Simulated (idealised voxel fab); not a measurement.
process module | voxel spacer lines
cross-section cut | 240 nm wide | cells 5 nm
A cross-section is a grid of square cells, given in bands from the top down. A band is one or more rows of cells.
Each band's line starts with the height of the band's top and of its bottom, in nm. Then come its materials from left to right, each with its width in nm. One material with "throughout" fills the band from edge to edge. "air" is empty space.
Height 0 is the level under which the wafer as received is all one material. The lowest band goes on downwards, as in "0 down".
A width such as "30 to 40" changes by the same amount from each row of cells to the next, from the band's top row to its bottom row.
"no change" after a step means that no cell of the cross-section changed.
closed voids: empty space of 8 cells or more with no open way to the top, each as width x height at its distance from the left edge, in nm
after a step's settings: what the simulator itself notes on the step
overlay nm, on a step with a mask: how far to the right of its planned place the mask lay; to the left if negative
plan
1 op RECEIVE | material Si
2 op CONFORMAL_DEP | material SiO2 | thk nm 5
3 op DIRECTIONAL_DEP | material TiN | thk nm 20
4 op DIRECTIONAL_DEP | material aC | thk nm 20
5 op PATTERN | tone cover | mask id MANDREL | material resist | width nm 20 | pitch nm 70 | thk nm 30 | overlay nm 0
6 op DIRECTIONAL_ETCH | etch materials aC | depth nm 20
7 op STRIP | etch materials resist
8 op CONFORMAL_DEP | material SiN | thk nm 5
9 op DIRECTIONAL_ETCH | etch materials SiN | depth nm 15
10 op STRIP | etch materials aC
11 op DIRECTIONAL_ETCH | etch materials TiN | depth nm 20
12 op STRIP | etch materials SiN
13 op FILL_DEP | material SiO2 | thk nm 5
14 op CMP | height nm 25
varied across the wafers: thk nm of step 8. The plan shows the first wafer's value. All wafers start alike
first wafer as received, after step 1
  0 down: Si throughout
  closed voids: none
each wafer at the end: cells of each material gained (+) or lost (-) since it was received, then its closed voids
thk nm 5 | +224 SiO2 | +16 TiN | closed voids: none
thk nm 10 | +208 SiO2 | +32 TiN | closed voids: none
thk nm 15 | +192 SiO2 | +48 TiN | closed voids: none
thk nm 20 | +48 SiO2 | +192 TiN | closed voids: none
thk nm 25 | +48 SiO2 | +192 TiN | closed voids: none
thk nm 30 | +48 SiO2 | +192 TiN | closed voids: none
